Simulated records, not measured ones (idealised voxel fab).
The document below concerns the process module designated voxel self aligned contacts.
FYI the section here is cut, 210 nm wide, cells are 5 nm squares.
Bands, listed from the top down, are how a cross-section gets written in this document; the cross-section itself is a grid of square cells, and a band is one or more rows of them. The entry gives the band's vertical extent as a top height and a bottom height in nm, then its horizontal make-up as materials from left to right, each with a width in nm. "blank" stands for empty space; a single material marked "all across" fills the band edge to edge. For the purposes of this specification, 0 denotes the height below which the wafer in its as-received condition is composed wholly of one material, and the lowermost band, lacking a lower limit, extends downward without end, as expressed in "0 down". Width "30..40": first value at the band's top row of cells, second value at its bottom row, equal change from row to row. "no change occurred" after a step means that no cell of the cross-section changed. This entry, "Closed internal cavities", enumerates those empty regions of no fewer than 8 cells that possess no open connection to the top. Each region is reported in the form width x height at distance, the distance being taken from the left edge, with all three quantities expressed in nm. On each step's line, the part that comes after the settings is the simulator's own comment on the step. "overlay nm", when on a step's line for a step with a mask, measures how far to the right of its planned place the mask lay; a negative measure means to the left.

[Set out below are the planned steps of the process]
1: RECEIVE [material Si]
2: CONFORMAL_DEP [material SiO2] [thk nm 5]
3: DIRECTIONAL_DEP [material polySi] [thk nm 20]
4: DIRECTIONAL_DEP [material SiN] [thk nm 15]
5: DIRECTIONAL_DEP [material aC] [thk nm 10]
6: PATTERN [tone cover] [mask id GATE] [material resist] [width nm 35] [pitch nm 60] [thk nm 30] [overlay nm 0]
7: DIRECTIONAL_ETCH [etch materials aC] [depth nm 10]
8: STRIP [etch materials resist]
9: DIRECTIONAL_ETCH [etch materials SiN] [depth nm 15]
10: DIRECTIONAL_ETCH [etch materials polySi] [depth nm 20]
11: STRIP [etch materials aC]
12: CONFORMAL_DEP [material SiN] [thk nm 5]
13: DIRECTIONAL_ETCH [etch materials SiN] [depth nm 5]
14: FILL_DEP [material SiO2] [thk nm 15]
15: CMP [height nm 50]
16: PATTERN [tone open] [mask id CONTACT] [material resist] [width nm 35] [thk nm 20] [overlay nm 0]
17: DIRECTIONAL_ETCH [etch materials SiO2] [depth nm 50]
18: STRIP [etch materials resist]
19: CONFORMAL_DEP [material TiN] [thk nm 5]
20: FILL_DEP [material W] [thk nm 5]
21: CMP [height nm 50]
22: CONFORMAL_DEP [material SiN] [thk nm 5]

[What follows covers the first of two wafers; it ran as planned]

[So this is the incoming wafer in cross-section - it's already been through step 1]
> 0 down | Si all across
> Closed internal cavities: none

[Take a look at the wafer's cross-section after step 2]
> 5 to 0 | SiO2 all across
> For the remainder of the cross-section, below 0, there is no change.

[Take a look at the wafer's cross-section after step 3]
> 25 to 5 | polySi all across
> For the remainder of the cross-section, below 5, there is no change.

[Take a look at the wafer's cross-section after step 4]
> 40 to 25 | SiN all across
> For the remainder of the cross-section, below 25, there is no change.

[Take a look at the wafer's cross-section after step 5]
> 50 to 40 | aC all across
> For the remainder of the cross-section, below 40, there is no change.

[Take a look at the wafer's cross-section after step 6]
> 80 to 50 | blank=55; resist=35; blank=25; resist=35; blank=60
> For the remainder of the cross-section, below 50, there is no change.

[Take a look at the wafer's cross-section after step 7]
> 70 to 50 | blank=55; resist=35; blank=25; resist=35; blank=60
> 50 to 40 | blank=55; aC=35; blank=25; aC=35; blank=60
> For the remainder of the cross-section, below 40, there is no change.

[Take a look at the wafer's cross-section after step 8]
> 50 to 40 | blank=55; aC=35; blank=25; aC=35; blank=60
> For the remainder of the cross-section, below 40, there is no change.

[Take a look at the wafer's cross-section after step 9]
> 50 to 40 | blank=55; aC=35; blank=25; aC=35; blank=60
> 40 to 25 | blank=55; SiN=35; blank=25; SiN=35; blank=60
> For the remainder of the cross-section, below 25, there is no change.

[Take a look at the wafer's cross-section after step 10]
> 50 to 40 | blank=55; aC=35; blank=25; aC=35; blank=60
> 40 to 25 | blank=55; SiN=35; blank=25; SiN=35; blank=60
> 25 to 5 | blank=55; polySi=35; blank=25; polySi=35; blank=60
> For the remainder of the cross-section, below 5, there is no change.

[Take a look at the wafer's cross-section after step 11]
> 40 to 25 | blank=55; SiN=35; blank=25; SiN=35; blank=60
> For the remainder of the cross-section, below 25, there is no change.

[Take a look at the wafer's cross-section after step 12]
> 45 to 25 | blank=50; SiN=45; blank=15; SiN=45; blank=55
> 25 to 10 | blank=50; SiN=5; polySi=35; SiN=5; blank=15; SiN=5; polySi=35; SiN=5; blank=55
> 10 to 5 | SiN=55; polySi=35; SiN=25; polySi=35; SiN=60
> For the remainder of the cross-section, below 5, there is no change.

[Take a look at the wafer's cross-section after step 13]
> 40 to 25 | blank=50; SiN=45; blank=15; SiN=45; blank=55
> 25 to 5 | blank=50; SiN=5; polySi=35; SiN=5; blank=15; SiN=5; polySi=35; SiN=5; blank=55
> For the remainder of the cross-section, below 5, there is no change.

[Take a look at the wafer's cross-section after step 14]
> 55 to 40 | SiO2 all across
> 40 to 25 | SiO2=50; SiN=45; SiO2=15; SiN=45; SiO2=55
> 25 to 5 | SiO2=50; SiN=5; polySi=35; SiN=5; SiO2=15; SiN=5; polySi=35; SiN=5; SiO2=55
> For the remainder of the cross-section, below 5, there is no change.

[Take a look at the wafer's cross-section after step 15]
> 50 to 40 | SiO2 all across
> For the remainder of the cross-section, below 40, there is no change.

[Take a look at the wafer's cross-section after step 16]
> 70 to 50 | resist=85; blank=35; resist=90
> For the remainder of the cross-section, below 50, there is no change.

[Take a look at the wafer's cross-section after step 17]
> 70 to 50 | resist=85; blank=35; resist=90
> 50 to 40 | SiO2=85; blank=35; SiO2=90
> 40 to 25 | SiO2=50; SiN=45; blank=15; SiN=45; SiO2=55
> 25 to 5 | SiO2=50; SiN=5; polySi=35; SiN=5; blank=15; SiN=5; polySi=35; SiN=5; SiO2=55
> 5 to 0 | SiO2=95; blank=15; SiO2=100
> For the remainder of the cross-section, below 0, there is no change.

[Take a look at the wafer's cross-section after step 18]
> 50 to 40 | SiO2=85; blank=35; SiO2=90
> For the remainder of the cross-section, below 40, there is no change.

[Take a look at the wafer's cross-section after step 19]
> 55 to 50 | TiN=90; blank=25; TiN=95
> 50 to 40 | SiO2=85; TiN=5..15; blank=25..5; TiN=5..15; SiO2=90
> 40 to 25 | SiO2=50; SiN=45; TiN=5; blank=5; TiN=5; SiN=45; SiO2=55
> 25 to 5 | SiO2=50; SiN=5; polySi=35; SiN=5; TiN=5; blank=5; TiN=5; SiN=5; polySi=35; SiN=5; SiO2=55
> 5 to 0 | SiO2=95; TiN=15; SiO2=100
> For the remainder of the cross-section, below 0, there is no change.

[Take a look at the wafer's cross-section after step 20]
> 60 to 55 | W all across
> 55 to 50 | TiN=90; W=25; TiN=95
> 50 to 40 | SiO2=85; TiN=5..15; W=25..5; TiN=5..15; SiO2=90
> 40 to 25 | SiO2=50; SiN=45; TiN=5; W=5; TiN=5; SiN=45; SiO2=55
> 25 to 5 | SiO2=50; SiN=5; polySi=35; SiN=5; TiN=5; W=5; TiN=5; SiN=5; polySi=35; SiN=5; SiO2=55
> For the remainder of the cross-section, below 5, there is no change.

[Take a look at the wafer's cross-section after step 21]
> 50 to 40 | SiO2=85; TiN=5..15; W=25..5; TiN=5..15; SiO2=90
> For the remainder of the cross-section, below 40, there is no change.

[Take a look at the wafer's cross-section after step 22]
> 55 to 50 | SiN all across
> For the remainder of the cross-section, below 50, there is no change.

[It is to be noted that the second wafer proceeded from the same initial state and according to the same plan as the first, although one mistake was committed in its execution; through step 18, inclusive, the two wafers share an identical history]

[Second wafer, cross-section, planned end of step 19]
> 55 to 50 | aC=90; blank=25; aC=95
> 50 to 40 | SiO2=85; aC=5..15; blank=25..5; aC=5..15; SiO2=90
> 40 to 25 | SiO2=50; SiN=45; aC=5; blank=5; aC=5; SiN=45; SiO2=55
> 25 to 5 | SiO2=50; SiN=5; polySi=35; SiN=5; aC=5; blank=5; aC=5; SiN=5; polySi=35; SiN=5; SiO2=55
> 5 to 0 | SiO2=95; aC=15; SiO2=100
> For the remainder of the cross-section, below 0, there is no change.

[Second wafer, cross-section, planned end of step 20]
> 60 to 55 | W all across
> 55 to 50 | aC=90; W=25; aC=95
> 50 to 40 | SiO2=85; aC=5..15; W=25..5; aC=5..15; SiO2=90
> 40 to 25 | SiO2=50; SiN=45; aC=5; W=5; aC=5; SiN=45; SiO2=55
> 25 to 5 | SiO2=50; SiN=5; polySi=35; SiN=5; aC=5; W=5; aC=5; SiN=5; polySi=35; SiN=5; SiO2=55
> For the remainder of the cross-section, below 5, there is no change.

[Second wafer, cross-section, planned end of step 21]
> 50 to 40 | SiO2=85; aC=5..15; W=25..5; aC=5..15; SiO2=90
> For the remainder of the cross-section, below 40, there is no change.

[Second wafer, cross-section, planned end of step 22]
> 55 to 50 | SiN all across
> For the remainder of the cross-section, below 50, there is no change.
Heads up, the wafer didn't run the way we planned it: note that step 19 departed from the planned setting and was carried out as CONFORMAL_DEP [material aC] [thk nm 5]
Upon completion, the second wafer contains, in terms of cells, a greater or smaller amount of certain materials than the first wafer: -25 TiN; +25 aC
